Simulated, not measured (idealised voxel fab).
The following is a process module called voxel capacitor over wiring.
Section shown: cut. Width: 210 nm. Cell size: 5 nm, square.
Cross-section spec: square-cell grid; bands listed top down; each band is one or more rows.
Each band's line starts with the height of the band's top and of its bottom, in nm. Then come its materials from left to right, each with its width in nm. One material with "throughout" fills the band from edge to edge. "blank" is empty space.
Counting heights begins at 0, where everything beneath is, in the wafer as received, one material. The lowest band has no bottom; it goes on downwards, as "top 0, no bottom" shows.
A two-number width, for instance "30->40", indicates that the width is equal to the first number in the top row of the band and to the second number in the bottom row, and that it changes by a constant amount per row of cells.
Key: "no alteration" - step with no changed cell in the cross-section.
The entry "Unvented voids" lists the empty spaces that cover at least 8 cells and have no open path to the top. Each is written as width x height at distance, where the distance is measured from the left edge and all three values are in nm.
Text after the settings on a step's line: the simulator's own remark on that step.
A step's line can hold "overlay nm"; with a mask on that step, the setting says how far right of the planned place the mask lay, while a negative setting says it lay to the left.

The process steps that were planned are listed below:
1. RECEIVE,material Si
2. CONFORMAL_DEP,material SiO2,thk nm 15
3. CONFORMAL_DEP,material SiCN,thk nm 5
4. DIRECTIONAL_DEP,material SiO2,thk nm 20
5. PATTERN,tone open,mask id METAL_1,material resist,width nm 20,pitch nm 80,thk nm 15,overlay nm 0
6. DIRECTIONAL_ETCH,etch materials SiO2,depth nm 20
7. DIRECTIONAL_ETCH,etch materials SiCN,depth nm 5
8. STRIP,etch materials resist
9. CONFORMAL_DEP,material TiN,thk nm 5
10. FILL_DEP,material W,thk nm 10
11. CMP,height nm 40
12. EPI,material Ru,thk nm 5
13. FILL_DEP,material SiCN,thk nm 5
14. DIRECTIONAL_DEP,material lowk,thk nm 15
15. MASKED_ETCH,tone open,mask id PLUG_1,width nm 15,etch materials lowk,depth nm 15,overlay nm 0
16. MASKED_ETCH,tone open,mask id PLUG_1,width nm 15,etch materials SiCN,depth nm 5,overlay nm 0
17. EPI,material Ru,thk nm 10
18. EPI,material Ru,thk nm 10
19. DIRECTIONAL_DEP,material TiN,thk nm 5
20. DIRECTIONAL_DEP,material HfO2,thk nm 5
21. DIRECTIONAL_DEP,material TiN,thk nm 5
22. PATTERN,tone cover,mask id UPPER_PLATE,material resist,width nm 65,thk nm 20,overlay nm 0
23. DIRECTIONAL_ETCH,etch materials TiN,depth nm 5
24. DIRECTIONAL_ETCH,etch materials HfO2,depth nm 5
25. STRIP,etch materials resist
26. MASKED_ETCH,tone cover,mask id LOWER_PLATE,width nm 75,etch materials TiN,depth nm 5,overlay nm 0
27. FILL_DEP,material SiO2,thk nm 20
28. CMP,height nm 95
29. PATTERN,tone open,mask id PLUG_2,material resist,width nm 15,thk nm 20,overlay nm 0
30. DIRECTIONAL_ETCH,etch materials SiO2,depth nm 15
31. STRIP,etch materials resist
32. CONFORMAL_DEP,material TiN,thk nm 5
33. FILL_DEP,material Cu,thk nm 10
34. CMP,height nm 95
35. CONFORMAL_DEP,material SiN,thk nm 5

Incoming wafer in cross-section (state: after step 1):
  top 0, no bottom  Si throughout
  Unvented voids: none

One mistake in running the module, otherwise start and plan as above: cross-section at the end:
  top 100, bottom 95  SiN throughout
  top 95, bottom 85  SiO2 (70), TiN (5), Cu (5), TiN (5), SiO2 (125)
  top 85, bottom 75  SiO2 (70->60), TiN (15->65), SiO2 (125->85)
  top 75, bottom 70  SiO2 (60), HfO2 (65), SiO2 (85)
  top 70, bottom 65  SiO2 (55), TiN (75), SiO2 (80)
  top 65, bottom 50  lowk (60), Ru (15), lowk (135)
  top 50, bottom 45  SiCN (60), Ru (15), SiCN (135)
  top 45, bottom 40  SiCN (40), Ru (30), SiCN (50), Ru (30), SiCN (60)
  top 40, bottom 20  SiO2 (45), TiN (5), W (10), TiN (5), SiO2 (60), TiN (5), W (10), TiN (5), SiO2 (65)
  top 20, bottom 15  SiCN (45), TiN (20), SiCN (60), TiN (20), SiCN (65)
  top 15, bottom 0  SiO2 throughout
  top 0, no bottom  Si throughout
  Unvented voids: none
What was done differently from what was planned? heads up, step 5 didn't go per plan, it actually ran as PATTERN,tone open,mask id METAL_1,material resist,width nm 20,pitch nm 80,thk nm 15,overlay nm -10
